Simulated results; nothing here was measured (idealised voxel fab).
Name of the process module below: voxel capacitor over wiring
Xsec cut, 260 nm wide, square cell size 5 nm.
When this document writes out a cross-section, it uses a grid of square cells and lists it as bands, beginning at the top and moving down, with a band standing for one or more rows of cells.
Per band: top height and bottom height in nm, followed by the left-to-right materials and their widths in nm; "full width" marks a single material spanning edge to edge, "blank" marks empty space.
Convention: height 0 is the level below which the wafer, as received, is all one material. The lowest band does not terminate at the bottom but continues downward, represented as "from 0 down".
Width "30..40": first value at the band's top row of cells, second value at its bottom row, equal change from row to row.
Reading "nothing was modified" for a step: not a cell of the cross-section changed in it.
If an empty space has no open way to the top and is at least 8 cells in size, "Cavities, closed" lists it, written width x height at distance, where distance is measured from the left edge and every value is in nm.
Read whatever lies past the settings on a step's line as the simulator's own remark about the step.
overlay nm: mask right of planned place by this much (step with mask). Neg. = left.
What follows is a series of pairs. Each pair shows a cross-section before one process step and the cross-section after it, and the after view is drawn only down to the lowest band that changed. Beneath each pair is the step that lies between the two, with its settings. Pairs may come from different runs of this module on the same starting wafer, so a pair continues from the one above it only where its entry headed "Incoming profile" says so.

Incoming profile:
- from 0 down: Si full width
- Cavities, closed: none

Cut View, Post-Step:
- from 15 to 0: SiO2 full width
- Heights below 0 show no change.
- Cavities, closed: none
Between before and after as drawn above: CONFORMAL_DEP,material SiO2,thk nm 15

Incoming profile: It is represented by the cross-section appearing after the step of the pair directly above.

Cut View, Post-Step:
- from 20 to 15: SiCN full width
- Heights below 15 show no change.
- Cavities, closed: none
Between before and after as drawn above: CONFORMAL_DEP,material SiCN,thk nm 5

Incoming profile: It is represented by the cross-section appearing after the step of the pair directly above.

Cut View, Post-Step:
- from 35 to 20: SiO2 full width
- Heights below 20 show no change.
- Cavities, closed: none
Between before and after as drawn above: DIRECTIONAL_DEP,material SiO2,thk nm 15

Incoming profile: It is represented by the cross-section appearing after the step of the pair directly above.

Cut View, Post-Step:
- from 35 to 20: SiO2 65 nm, blank 30 nm, SiO2 70 nm, blank 30 nm, SiO2 65 nm
- Heights below 20 show no change.
- Cavities, closed: none
Between before and after as drawn above: MASKED_ETCH,tone open,mask id METAL_1,width nm 30,pitch nm 100,etch materials SiO2,depth nm 15,overlay nm 0

Incoming profile: It is represented by the cross-section appearing after the step of the pair directly above.

Cut View, Post-Step:
- from 35 to 20: SiO2 65 nm, blank 30 nm, SiO2 70 nm, blank 30 nm, SiO2 65 nm
- from 20 to 15: SiCN 65 nm, blank 30 nm, SiCN 70 nm, blank 30 nm, SiCN 65 nm
- Heights below 15 show no change.
- Cavities, closed: none
Between before and after as drawn above: MASKED_ETCH,tone open,mask id METAL_1,width nm 30,pitch nm 100,etch materials SiCN,depth nm 5,overlay nm 0

Incoming profile: It is represented by the cross-section appearing after the step of the pair directly above.

Cut View, Post-Step:
- from 40 to 35: TiN 70 nm, blank 20 nm, TiN 80 nm, blank 20 nm, TiN 70 nm
- from 35 to 20: SiO2 65 nm, TiN 5 nm, blank 20 nm, TiN 5 nm, SiO2 70 nm, TiN 5 nm, blank 20 nm, TiN 5 nm, SiO2 65 nm
- from 20 to 15: SiCN 65 nm, TiN 30 nm, SiCN 70 nm, TiN 30 nm, SiCN 65 nm
- Heights below 15 show no change.
- Cavities, closed: none
Between before and after as drawn above: CONFORMAL_DEP,material TiN,thk nm 5

Incoming profile: It is represented by the cross-section appearing after the step of the pair directly above.

Cut View, Post-Step:
- from 45 to 40: Cu full width
- from 40 to 35: TiN 70 nm, Cu 20 nm, TiN 80 nm, Cu 20 nm, TiN 70 nm
- from 35 to 20: SiO2 65 nm, TiN 5 nm, Cu 20 nm, TiN 5 nm, SiO2 70 nm, TiN 5 nm, Cu 20 nm, TiN 5 nm, SiO2 65 nm
- Heights below 20 show no change.
- Cavities, closed: none
Between before and after as drawn above: FILL_DEP,material Cu,thk nm 5

Incoming profile: It is represented by the cross-section appearing after the step of the pair directly above.

Cut View, Post-Step:
- from 35 to 20: SiO2 65 nm, TiN 5 nm, Cu 20 nm, TiN 5 nm, SiO2 70 nm, TiN 5 nm, Cu 20 nm, TiN 5 nm, SiO2 65 nm
- Heights below 20 show no change.
- Cavities, closed: none
Between before and after as drawn above: CMP,height nm 35

Incoming profile: It is represented by the cross-section appearing after the step of the pair directly above.

Cut View, Post-Step:
- from 40 to 35: blank 60 nm, Ru 40 nm, blank 60 nm, Ru 40 nm, blank 60 nm
- Heights below 35 show no change.
- Cavities, closed: none
Between before and after as drawn above: EPI,material Ru,thk nm 5

Incoming profile: It is represented by the cross-section appearing after the step of the pair directly above.

Cut View, Post-Step:
- from 45 to 40: SiCN full width
- from 40 to 35: SiCN 60 nm, Ru 40 nm, SiCN 60 nm, Ru 40 nm, SiCN 60 nm
- Heights below 35 show no change.
- Cavities, closed: none
Between before and after as drawn above: FILL_DEP,material SiCN,thk nm 5

Incoming profile: It is represented by the cross-section appearing after the step of the pair directly above.

Cut View, Post-Step:
- from 60 to 45: SiO2 full width
- Heights below 45 show no change.
- Cavities, closed: none
Between before and after as drawn above: DIRECTIONAL_DEP,material SiO2,thk nm 15

Incoming profile: It is represented by the cross-section appearing after the step of the pair directly above.

Cut View, Post-Step:
- from 60 to 45: SiO2 80 nm, blank 15 nm, SiO2 165 nm
- Heights below 45 show no change.
- Cavities, closed: none
Between before and after as drawn above: MASKED_ETCH,tone open,mask id PLUG_1,width nm 15,etch materials SiO2,depth nm 15,overlay nm 0

Incoming profile: It is represented by the cross-section appearing after the step of the pair directly above.

Cut View, Post-Step:
- from 60 to 45: SiO2 80 nm, blank 15 nm, SiO2 165 nm
- from 45 to 40: SiCN 80 nm, blank 15 nm, SiCN 165 nm
- Heights below 40 show no change.
- Cavities, closed: none
Between before and after as drawn above: MASKED_ETCH,tone open,mask id PLUG_1,width nm 15,etch materials SiCN,depth nm 5,overlay nm 0

Incoming profile: It is represented by the cross-section appearing after the step of the pair directly above.

Cut View, Post-Step:
- from 60 to 50: SiO2 80 nm, blank 15 nm, SiO2 165 nm
- from 50 to 45: SiO2 80 nm, Ru 15 nm, SiO2 165 nm
- from 45 to 40: SiCN 80 nm, Ru 15 nm, SiCN 165 nm
- Heights below 40 show no change.
- Cavities, closed: none
Between before and after as drawn above: EPI,material Ru,thk nm 10

Incoming profile: It is represented by the cross-section appearing after the step of the pair directly above.

Cut View, Post-Step:
- from 60 to 45: SiO2 80 nm, Ru 15 nm, SiO2 165 nm
- Heights below 45 show no change.
- Cavities, closed: none
Between before and after as drawn above: EPI,material Ru,thk nm 10

Incoming profile: It is represented by the cross-section appearing after the step of the pair directly above.

Cut View, Post-Step:
- from 65 to 60: TiN full width
- Heights below 60 show no change.
- Cavities, closed: none
Between before and after as drawn above: DIRECTIONAL_DEP,material TiN,thk nm 5

Incoming profile: It is represented by the cross-section appearing after the step of the pair directly above.

Cut View, Post-Step:
- from 70 to 65: Al2O3 full width
- Heights below 65 show no change.
- Cavities, closed: none
Between before and after as drawn above: DIRECTIONAL_DEP,material Al2O3,thk nm 5

Incoming profile: It is represented by the cross-section appearing after the step of the pair directly above.

Cut View, Post-Step:
- from 80 to 70: TiN full width
- Heights below 70 show no change.
- Cavities, closed: none
Between before and after as drawn above: DIRECTIONAL_DEP,material TiN,thk nm 10

Incoming profile: It is represented by the cross-section appearing after the step of the pair directly above.

Cut View, Post-Step:
- from 80 to 70: blank 80 nm, TiN 75 nm, blank 105 nm
- Heights below 70 show no change.
- Cavities, closed: none
Between before and after as drawn above: MASKED_ETCH,tone cover,mask id UPPER_PLATE,width nm 75,etch materials TiN,depth nm 10,overlay nm 0

Incoming profile: It is represented by the cross-section appearing after the step of the pair directly above.

Cut View, Post-Step:
- from 80 to 70: blank 80 nm, TiN 75 nm, blank 105 nm
- from 70 to 65: blank 80 nm, Al2O3 75 nm, blank 105 nm
- Heights below 65 show no change.
- Cavities, closed: none
Between before and after as drawn above: MASKED_ETCH,tone cover,mask id UPPER_PLATE,width nm 75,etch materials Al2O3,depth nm 5,overlay nm 0

Incoming profile: It is represented by the cross-section appearing after the step of the pair directly above.

Cut View, Post-Step:
- from 95 to 80: blank 75 nm, resist 85 nm, blank 100 nm
- from 80 to 70: blank 75 nm, resist 5 nm, TiN 75 nm, resist 5 nm, blank 100 nm
- from 70 to 65: blank 75 nm, resist 5 nm, Al2O3 75 nm, resist 5 nm, blank 100 nm
- Heights below 65 show no change.
- Cavities, closed: none
Between before and after as drawn above: PATTERN,tone cover,mask id LOWER_PLATE,material resist,width nm 85,thk nm 15,overlay nm 0

Incoming profile: It is represented by the cross-section appearing after the step of the pair directly above.

Cut View, Post-Step:
- from 95 to 80: blank 75 nm, resist 85 nm, blank 100 nm
- from 80 to 70: blank 75 nm, resist 5 nm, TiN 75 nm, resist 5 nm, blank 100 nm
- from 70 to 65: blank 75 nm, resist 5 nm, Al2O3 75 nm, resist 5 nm, blank 100 nm
- from 65 to 60: blank 75 nm, TiN 85 nm, blank 100 nm
- Heights below 60 show no change.
- Cavities, closed: none
Between before and after as drawn above: DIRECTIONAL_ETCH,etch materials TiN,depth nm 5

Incoming profile: It is represented by the cross-section appearing after the step of the pair directly above.

Cut View, Post-Step:
- from 80 to 70: blank 80 nm, TiN 75 nm, blank 105 nm
- from 70 to 65: blank 80 nm, Al2O3 75 nm, blank 105 nm
- Heights below 65 show no change.
- Cavities, closed: none
Between before and after as drawn above: STRIP,etch materials resist

Incoming profile: It is represented by the cross-section appearing after the step of the pair directly above.

Cut View, Post-Step:
- from 100 to 80: SiO2 full width
- from 80 to 70: SiO2 80 nm, TiN 75 nm, SiO2 105 nm
- from 70 to 65: SiO2 80 nm, Al2O3 75 nm, SiO2 105 nm
- from 65 to 60: SiO2 75 nm, TiN 85 nm, SiO2 100 nm
- Heights below 60 show no change.
- Cavities, closed: none
Between before and after as drawn above: FILL_DEP,material SiO2,thk nm 20

Incoming profile: It is represented by the cross-section appearing after the step of the pair directly above.

Cut View, Post-Step:
- from 95 to 80: SiO2 full width
- Heights below 80 show no change.
- Cavities, closed: none
Between before and after as drawn above: CMP,height nm 95

Incoming profile: It is represented by the cross-section appearing after the step of the pair directly above.

Cut View, Post-Step:
- from 110 to 95: resist 90 nm, blank 15 nm, resist 155 nm
- Heights below 95 show no change.
- Cavities, closed: none
Between before and after as drawn above: PATTERN,tone open,mask id PLUG_2,material resist,width nm 15,thk nm 15,overlay nm 0

Incoming profile: It is represented by the cross-section appearing after the step of the pair directly above.

Cut View, Post-Step:
- from 110 to 95: resist 90 nm, blank 15 nm, resist 155 nm
- from 95 to 80: SiO2 90 nm, blank 15 nm, SiO2 155 nm
- Heights below 80 show no change.
- Cavities, closed: none
Between before and after as drawn above: DIRECTIONAL_ETCH,etch materials SiO2,depth nm 15

Incoming profile: It is represented by the cross-section appearing after the step of the pair directly above.

Cut View, Post-Step:
- from 95 to 80: SiO2 90 nm, blank 15 nm, SiO2 155 nm
- Heights below 80 show no change.
- Cavities, closed: none
Between before and after as drawn above: STRIP,etch materials resist

Incoming profile: It is represented by the cross-section appearing after the step of the pair directly above.

Cut View, Post-Step:
- from 100 to 95: TiN 95 nm, blank 5 nm, TiN 160 nm
- from 95 to 85: SiO2 90 nm, TiN 5 nm, blank 5 nm, TiN 5 nm, SiO2 155 nm
- from 85 to 80: SiO2 90 nm, TiN 15 nm, SiO2 155 nm
- Heights below 80 show no change.
- Cavities, closed: none
Between before and after as drawn above: CONFORMAL_DEP,material TiN,thk nm 5

Incoming profile: It is represented by the cross-section appearing after the step of the pair directly above.

Cut View, Post-Step:
- from 110 to 100: Ru full width
- from 100 to 95: TiN 95 nm, Ru 5 nm, TiN 160 nm
- from 95 to 85: SiO2 90 nm, TiN 5 nm, Ru 5 nm, TiN 5 nm, SiO2 155 nm
- Heights below 85 show no change.
- Cavities, closed: none
Between before and after as drawn above: FILL_DEP,material Ru,thk nm 10

Incoming profile: It is represented by the cross-section appearing after the step of the pair directly above.

Cut View, Post-Step:
- from 95 to 85: SiO2 90 nm, TiN 5 nm, Ru 5 nm, TiN 5 nm, SiO2 155 nm
- Heights below 85 show no change.
- Cavities, closed: none
Between before and after as drawn above: CMP,height nm 95

Incoming profile: It is represented by the cross-section appearing after the step of the pair directly above.

Cut View, Post-Step:
- from 100 to 95: SiN full width
- Heights below 95 show no change.
- Cavities, closed: none
Between before and after as drawn above: CONFORMAL_DEP,material SiN,thk nm 5

Incoming profile:
- from 60 to 45: SiO2 80 nm, Ru 15 nm, SiO2 165 nm
- from 45 to 40: SiCN 80 nm, Ru 15 nm, SiCN 165 nm
- from 40 to 35: SiCN 60 nm, Ru 40 nm, SiCN 60 nm, Ru 40 nm, SiCN 60 nm
- from 35 to 20: SiO2 65 nm, TiN 5 nm, Cu 20 nm, TiN 5 nm, SiO2 70 nm, TiN 5 nm, Cu 20 nm, TiN 5 nm, SiO2 65 nm
- from 20 to 15: SiCN 65 nm, TiN 30 nm, SiCN 70 nm, TiN 30 nm, SiCN 65 nm
- from 15 to 0: SiO2 full width
- from 0 down: Si full width
- Cavities, closed: none

Cut View, Post-Step:
- from 65 to 60: Al2O3 full width
- Heights below 60 show no change.
- Cavities, closed: none
Between before and after as drawn above: DIRECTIONAL_DEP,material Al2O3,thk nm 5

Incoming profile: It is represented by the cross-section appearing after the step of the pair directly above.

Cut View, Post-Step:
- from 75 to 65: TiN full width
- Heights below 65 show no change.
- Cavities, closed: none
Between before and after as drawn above: DIRECTIONAL_DEP,material TiN,thk nm 10

Incoming profile: It is represented by the cross-section appearing after the step of the pair directly above.

Cut View, Post-Step:
- from 75 to 65: blank 80 nm, TiN 75 nm, blank 105 nm
- Heights below 65 show no change.
- Cavities, closed: none
Between before and after as drawn above: MASKED_ETCH,tone cover,mask id UPPER_PLATE,width nm 75,etch materials TiN,depth nm 10,overlay nm 0

Incoming profile: It is represented by the cross-section appearing after the step of the pair directly above.

Cut View, Post-Step:
- from 75 to 65: blank 80 nm, TiN 75 nm, blank 105 nm
- from 65 to 60: blank 80 nm, Al2O3 75 nm, blank 105 nm
- Heights below 60 show no change.
- Cavities, closed: none
Between before and after as drawn above: MASKED_ETCH,tone cover,mask id UPPER_PLATE,width nm 75,etch materials Al2O3,depth nm 5,overlay nm 0

Incoming profile: It is represented by the cross-section appearing after the step of the pair directly above.

Cut View, Post-Step:
- from 90 to 75: blank 75 nm, resist 85 nm, blank 100 nm
- from 75 to 65: blank 75 nm, resist 5 nm, TiN 75 nm, resist 5 nm, blank 100 nm
- from 65 to 60: blank 75 nm, resist 5 nm, Al2O3 75 nm, resist 5 nm, blank 100 nm
- Heights below 60 show no change.
- Cavities, closed: none
Between before and after as drawn above: PATTERN,tone cover,mask id LOWER_PLATE,material resist,width nm 85,thk nm 15,overlay nm 0

Incoming profile: It is represented by the cross-section appearing after the step of the pair directly above.

Cut View, Post-Step:
- from 75 to 65: blank 80 nm, TiN 75 nm, blank 105 nm
- from 65 to 60: blank 80 nm, Al2O3 75 nm, blank 105 nm
- Heights below 60 show no change.
- Cavities, closed: none
Between before and after as drawn above: STRIP,etch materials resist

Incoming profile: It is represented by the cross-section appearing after the step of the pair directly above.

Cut View, Post-Step:
- from 95 to 75: SiO2 full width
- from 75 to 65: SiO2 80 nm, TiN 75 nm, SiO2 105 nm
- from 65 to 60: SiO2 80 nm, Al2O3 75 nm, SiO2 105 nm
- Heights below 60 show no change.
- Cavities, closed: none
Between before and after as drawn above: FILL_DEP,material SiO2,thk nm 20

Incoming profile: It is represented by the cross-section appearing after the step of the pair directly above.

Cut View, Post-Step:
- from 110 to 95: resist 90 nm, blank 15 nm, resist 155 nm
- Heights below 95 show no change.
- Cavities, closed: none
Between before and after as drawn above: PATTERN,tone open,mask id PLUG_2,material resist,width nm 15,thk nm 15,overlay nm 0

Incoming profile: It is represented by the cross-section appearing after the step of the pair directly above.

Cut View, Post-Step:
- from 110 to 95: resist 90 nm, blank 15 nm, resist 155 nm
- from 95 to 80: SiO2 90 nm, blank 15 nm, SiO2 155 nm
- Heights below 80 show no change.
- Cavities, closed: none
Between before and after as drawn above: DIRECTIONAL_ETCH,etch materials SiO2,depth nm 15

Incoming profile: It is represented by the cross-section appearing after the step of the pair directly above.

Cut View, Post-Step:
- from 95 to 80: SiO2 90 nm, blank 15 nm, SiO2 155 nm
- Heights below 80 show no change.
- Cavities, closed: none
Between before and after as drawn above: STRIP,etch materials resist

Incoming profile: It is represented by the cross-section appearing after the step of the pair directly above.

Cut View, Post-Step:
- from 100 to 95: TiN 95 nm, blank 5 nm, TiN 160 nm
- from 95 to 85: SiO2 90 nm, TiN 5 nm, blank 5 nm, TiN 5 nm, SiO2 155 nm
- from 85 to 80: SiO2 90 nm, TiN 15 nm, SiO2 155 nm
- Heights below 80 show no change.
- Cavities, closed: none
Between before and after as drawn above: CONFORMAL_DEP,material TiN,thk nm 5

Incoming profile: It is represented by the cross-section appearing after the step of the pair directly above.

Cut View, Post-Step:
- from 110 to 100: Ru full width
- from 100 to 95: TiN 95 nm, Ru 5 nm, TiN 160 nm
- from 95 to 85: SiO2 90 nm, TiN 5 nm, Ru 5 nm, TiN 5 nm, SiO2 155 nm
- Heights below 85 show no change.
- Cavities, closed: none
Between before and after as drawn above: FILL_DEP,material Ru,thk nm 10

Incoming profile: It is represented by the cross-section appearing after the step of the pair directly above.

Cut View, Post-Step:
- from 95 to 85: SiO2 90 nm, TiN 5 nm, Ru 5 nm, TiN 5 nm, SiO2 155 nm
- Heights below 85 show no change.
- Cavities, closed: none
Between before and after as drawn above: CMP,height nm 95

Incoming profile: It is represented by the cross-section appearing after the step of the pair directly above.

Cut View, Post-Step:
- from 100 to 95: SiN full width
- Heights below 95 show no change.
- Cavities, closed: none
Between before and after as drawn above: CONFORMAL_DEP,material SiN,thk nm 5

Incoming profile:
- from 60 to 45: SiO2 80 nm, Ru 15 nm, SiO2 165 nm
- from 45 to 40: SiCN 80 nm, Ru 15 nm, SiCN 165 nm
- from 40 to 35: SiCN 60 nm, Ru 40 nm, SiCN 60 nm, Ru 40 nm, SiCN 60 nm
- from 35 to 20: SiO2 65 nm, TiN 5 nm, Cu 20 nm, TiN 5 nm, SiO2 70 nm, TiN 5 nm, Cu 20 nm, TiN 5 nm, SiO2 65 nm
- from 20 to 15: SiCN 65 nm, TiN 30 nm, SiCN 70 nm, TiN 30 nm, SiCN 65 nm
- from 15 to 0: SiO2 full width
- from 0 down: Si full width
- Cavities, closed: none

Cut View, Post-Step:
- from 70 to 60: blank 70 nm, Ru 35 nm, blank 155 nm
- Heights below 60 show no change.
- Cavities, closed: none
Between before and after as drawn above: EPI,material Ru,thk nm 10

Incoming profile: It is represented by the cross-section appearing after the step of the pair directly above.

Cut View, Post-Step:
- from 75 to 70: blank 70 nm, TiN 35 nm, blank 155 nm
- from 70 to 65: blank 70 nm, Ru 35 nm, blank 155 nm
- from 65 to 60: TiN 70 nm, Ru 35 nm, TiN 155 nm
- Heights below 60 show no change.
- Cavities, closed: none
Between before and after as drawn above: DIRECTIONAL_DEP,material TiN,thk nm 5

Incoming profile: It is represented by the cross-section appearing after the step of the pair directly above.

Cut View, Post-Step:
- from 80 to 75: blank 70 nm, Al2O3 35 nm, blank 155 nm
- from 75 to 70: blank 70 nm, TiN 35 nm, blank 155 nm
- from 70 to 65: Al2O3 70 nm, Ru 35 nm, Al2O3 155 nm
- Heights below 65 show no change.
- Cavities, closed: none
Between before and after as drawn above: DIRECTIONAL_DEP,material Al2O3,thk nm 5

Incoming profile: It is represented by the cross-section appearing after the step of the pair directly above.

Cut View, Post-Step:
- from 90 to 80: blank 70 nm, TiN 35 nm, blank 155 nm
- from 80 to 75: TiN 70 nm, Al2O3 35 nm, TiN 155 nm
- from 75 to 70: TiN full width
- Heights below 70 show no change.
- Cavities, closed: none
Between before and after as drawn above: DIRECTIONAL_DEP,material TiN,thk nm 10

Incoming profile: It is represented by the cross-section appearing after the step of the pair directly above.

Cut View, Post-Step:
- from 90 to 80: blank 80 nm, TiN 25 nm, blank 155 nm
- from 80 to 75: blank 70 nm, Al2O3 35 nm, TiN 50 nm, blank 105 nm
- from 75 to 70: blank 70 nm, TiN 85 nm, blank 105 nm
- Heights below 70 show no change.
- Cavities, closed: none
Between before and after as drawn above: MASKED_ETCH,tone cover,mask id UPPER_PLATE,width nm 75,etch materials TiN,depth nm 10,overlay nm 0

Incoming profile: It is represented by the cross-section appearing after the step of the pair directly above.

Cut View, Post-Step:
- from 90 to 80: blank 80 nm, TiN 25 nm, blank 155 nm
- from 80 to 75: blank 80 nm, Al2O3 25 nm, TiN 50 nm, blank 105 nm
- from 75 to 70: blank 70 nm, TiN 85 nm, blank 105 nm
- from 70 to 65: blank 70 nm, Ru 35 nm, Al2O3 50 nm, blank 105 nm
- Heights below 65 show no change.
- Cavities, closed: none
Between before and after as drawn above: MASKED_ETCH,tone cover,mask id UPPER_PLATE,width nm 75,etch materials Al2O3,depth nm 5,overlay nm 0

Incoming profile: It is represented by the cross-section appearing after the step of the pair directly above.

Cut View, Post-Step:
- from 105 to 90: blank 75 nm, resist 85 nm, blank 100 nm
- from 90 to 80: blank 75 nm, resist 5 nm, TiN 25 nm, resist 55 nm, blank 100 nm
- from 80 to 75: blank 75 nm, resist 5 nm, Al2O3 25 nm, TiN 50 nm, resist 5 nm, blank 100 nm
- from 75 to 70: blank 70 nm, TiN 85 nm, resist 5 nm, blank 100 nm
- from 70 to 65: blank 70 nm, Ru 35 nm, Al2O3 50 nm, resist 5 nm, blank 100 nm
- Heights below 65 show no change.
- Cavities, closed: none
Between before and after as drawn above: PATTERN,tone cover,mask id LOWER_PLATE,material resist,width nm 85,thk nm 15,overlay nm 0

Incoming profile: It is represented by the cross-section appearing after the step of the pair directly above.

Cut View, Post-Step:
- from 105 to 90: blank 75 nm, resist 85 nm, blank 100 nm
- from 90 to 80: blank 75 nm, resist 5 nm, TiN 25 nm, resist 55 nm, blank 100 nm
- from 80 to 75: blank 75 nm, resist 5 nm, Al2O3 25 nm, TiN 50 nm, resist 5 nm, blank 100 nm
- from 75 to 70: blank 75 nm, TiN 80 nm, resist 5 nm, blank 100 nm
- from 70 to 65: blank 70 nm, Ru 35 nm, Al2O3 50 nm, resist 5 nm, blank 100 nm
- from 65 to 60: blank 70 nm, Ru 35 nm, TiN 55 nm, blank 100 nm
- Heights below 60 show no change.
- Cavities, closed: none
Between before and after as drawn above: DIRECTIONAL_ETCH,etch materials TiN,depth nm 5

Incoming profile: It is represented by the cross-section appearing after the step of the pair directly above.

Cut View, Post-Step:
- from 90 to 80: blank 80 nm, TiN 25 nm, blank 155 nm
- from 80 to 75: blank 80 nm, Al2O3 25 nm, TiN 50 nm, blank 105 nm
- from 75 to 70: blank 75 nm, TiN 80 nm, blank 105 nm
- from 70 to 65: blank 70 nm, Ru 35 nm, Al2O3 50 nm, blank 105 nm
- Heights below 65 show no change.
- Cavities, closed: none
Between before and after as drawn above: STRIP,etch materials resist

Incoming profile: It is represented by the cross-section appearing after the step of the pair directly above.

Cut View, Post-Step:
- from 110 to 90: SiO2 full width
- from 90 to 80: SiO2 80 nm, TiN 25 nm, SiO2 155 nm
- from 80 to 75: SiO2 80 nm, Al2O3 25 nm, TiN 50 nm, SiO2 105 nm
- from 75 to 70: SiO2 75 nm, TiN 80 nm, SiO2 105 nm
- from 70 to 65: SiO2 70 nm, Ru 35 nm, Al2O3 50 nm, SiO2 105 nm
- from 65 to 60: SiO2 70 nm, Ru 35 nm, TiN 55 nm, SiO2 100 nm
- Heights below 60 show no change.
- Cavities, closed: none
Between before and after as drawn above: FILL_DEP,material SiO2,thk nm 20

Incoming profile: It is represented by the cross-section appearing after the step of the pair directly above.

Cut View, Post-Step:
- from 95 to 90: SiO2 full width
- Heights below 90 show no change.
- Cavities, closed: none
Between before and after as drawn above: CMP,height nm 95

Incoming profile: It is represented by the cross-section appearing after the step of the pair directly above.

Cut View, Post-Step:
- from 110 to 95: resist 90 nm, blank 15 nm, resist 155 nm
- Heights below 95 show no change.
- Cavities, closed: none
Between before and after as drawn above: PATTERN,tone open,mask id PLUG_2,material resist,width nm 15,thk nm 15,overlay nm 0

Incoming profile: It is represented by the cross-section appearing after the step of the pair directly above.

Cut View, Post-Step:
- from 110 to 95: resist 90 nm, blank 15 nm, resist 155 nm
- from 95 to 90: SiO2 90 nm, blank 15 nm, SiO2 155 nm
- Heights below 90 show no change.
- Cavities, closed: none
Between before and after as drawn above: DIRECTIONAL_ETCH,etch materials SiO2,depth nm 15

Incoming profile: It is represented by the cross-section appearing after the step of the pair directly above.

Cut View, Post-Step:
- from 95 to 90: SiO2 90 nm, blank 15 nm, SiO2 155 nm
- Heights below 90 show no change.
- Cavities, closed: none
Between before and after as drawn above: STRIP,etch materials resist

Incoming profile: It is represented by the cross-section appearing after the step of the pair directly above.

Cut View, Post-Step:
- from 100 to 95: TiN 95 nm, blank 5 nm, TiN 160 nm
- from 95 to 90: SiO2 90 nm, TiN 15 nm, SiO2 155 nm
- Heights below 90 show no change.
- Cavities, closed: none
Between before and after as drawn above: CONFORMAL_DEP,material TiN,thk nm 5

Incoming profile: It is represented by the cross-section appearing after the step of the pair directly above.

Cut View, Post-Step:
- from 110 to 100: Ru full width
- from 100 to 95: TiN 95 nm, Ru 5 nm, TiN 160 nm
- Heights below 95 show no change.
- Cavities, closed: none
Between before and after as drawn above: FILL_DEP,material Ru,thk nm 10

Incoming profile: It is represented by the cross-section appearing after the step of the pair directly above.

Cut View, Post-Step:
- from 95 to 90: SiO2 90 nm, TiN 15 nm, SiO2 155 nm
- Heights below 90 show no change.
- Cavities, closed: none
Between before and after as drawn above: CMP,height nm 95

Incoming profile: It is represented by the cross-section appearing after the step of the pair directly above.

Cut View, Post-Step:
- from 100 to 95: SiN full width
- Heights below 95 show no change.
- Cavities, closed: none
Between before and after as drawn above: CONFORMAL_DEP,material SiN,thk nm 5

Incoming profile:
- from 40 to 35: blank 60 nm, Ru 40 nm, blank 60 nm, Ru 40 nm, blank 60 nm
- from 35 to 20: SiO2 65 nm, TiN 5 nm, Cu 20 nm, TiN 5 nm, SiO2 70 nm, TiN 5 nm, Cu 20 nm, TiN 5 nm, SiO2 65 nm
- from 20 to 15: SiCN 65 nm, TiN 30 nm, SiCN 70 nm, TiN 30 nm, SiCN 65 nm
- from 15 to 0: SiO2 full width
- from 0 down: Si full width
- Cavities, closed: none

Cut View, Post-Step:
- from 55 to 50: blank 60 nm, SiO2 40 nm, blank 60 nm, SiO2 40 nm, blank 60 nm
- from 50 to 40: SiO2 full width
- from 40 to 35: SiO2 60 nm, Ru 40 nm, SiO2 60 nm, Ru 40 nm, SiO2 60 nm
- Heights below 35 show no change.
- Cavities, closed: none
Between before and after as drawn above: DIRECTIONAL_DEP,material SiO2,thk nm 15

Incoming profile: It is represented by the cross-section appearing after the step of the pair directly above.

Cut View, Post-Step:
- from 60 to 55: SiCN full width
- from 55 to 50: SiCN 60 nm, SiO2 40 nm, SiCN 60 nm, SiO2 40 nm, SiCN 60 nm
- Heights below 50 show no change.
- Cavities, closed: none
Between before and after as drawn above: FILL_DEP,material SiCN,thk nm 5

Incoming profile: It is represented by the cross-section appearing after the step of the pair directly above.

Cut View, Post-Step:
- from 60 to 55: SiCN 80 nm, blank 15 nm, SiCN 165 nm
- Heights below 55 show no change.
- Cavities, closed: none
Between before and after as drawn above: MASKED_ETCH,tone open,mask id PLUG_1,width nm 15,etch materials SiCN,depth nm 5,overlay nm 0

Incoming profile: It is represented by the cross-section appearing after the step of the pair directly above.

Cut View, Post-Step:
- from 65 to 60: TiN 80 nm, blank 15 nm, TiN 165 nm
- from 60 to 55: SiCN 80 nm, TiN 15 nm, SiCN 165 nm
- Heights below 55 show no change.
- Cavities, closed: none
Between before and after as drawn above: DIRECTIONAL_DEP,material TiN,thk nm 5

Incoming profile: It is represented by the cross-section appearing after the step of the pair directly above.

Cut View, Post-Step:
- from 70 to 65: Al2O3 80 nm, blank 15 nm, Al2O3 165 nm
- from 65 to 60: TiN 80 nm, Al2O3 15 nm, TiN 165 nm
- Heights below 60 show no change.
- Cavities, closed: none
Between before and after as drawn above: DIRECTIONAL_DEP,material Al2O3,thk nm 5

Incoming profile: It is represented by the cross-section appearing after the step of the pair directly above.

Cut View, Post-Step:
- from 80 to 75: TiN 80 nm, blank 15 nm, TiN 165 nm
- from 75 to 70: TiN full width
- from 70 to 65: Al2O3 80 nm, TiN 15 nm, Al2O3 165 nm
- Heights below 65 show no change.
- Cavities, closed: none
Between before and after as drawn above: DIRECTIONAL_DEP,material TiN,thk nm 10

Incoming profile: It is represented by the cross-section appearing after the step of the pair directly above.

Cut View, Post-Step:
- from 80 to 70: blank 95..80 nm, TiN 60..75 nm, blank 105 nm
- Heights below 70 show no change.
- Cavities, closed: none
Between before and after as drawn above: MASKED_ETCH,tone cover,mask id UPPER_PLATE,width nm 75,etch materials TiN,depth nm 10,overlay nm 0

Incoming profile: It is represented by the cross-section appearing after the step of the pair directly above.

Cut View, Post-Step:
- from 80 to 70: blank 95..80 nm, TiN 60..75 nm, blank 105 nm
- from 70 to 65: blank 80 nm, TiN 15 nm, Al2O3 60 nm, blank 105 nm
- Heights below 65 show no change.
- Cavities, closed: none
Between before and after as drawn above: MASKED_ETCH,tone cover,mask id UPPER_PLATE,width nm 75,etch materials Al2O3,depth nm 5,overlay nm 0

Incoming profile: It is represented by the cross-section appearing after the step of the pair directly above.

Cut View, Post-Step:
- from 95 to 80: blank 75 nm, resist 85 nm, blank 100 nm
- from 80 to 70: blank 75 nm, resist 20..5 nm, TiN 60..75 nm, resist 5 nm, blank 100 nm
- from 70 to 65: blank 75 nm, resist 5 nm, TiN 15 nm, Al2O3 60 nm, resist 5 nm, blank 100 nm
- Heights below 65 show no change.
- Cavities, closed: none
Between before and after as drawn above: PATTERN,tone cover,mask id LOWER_PLATE,material resist,width nm 85,thk nm 15,overlay nm 0
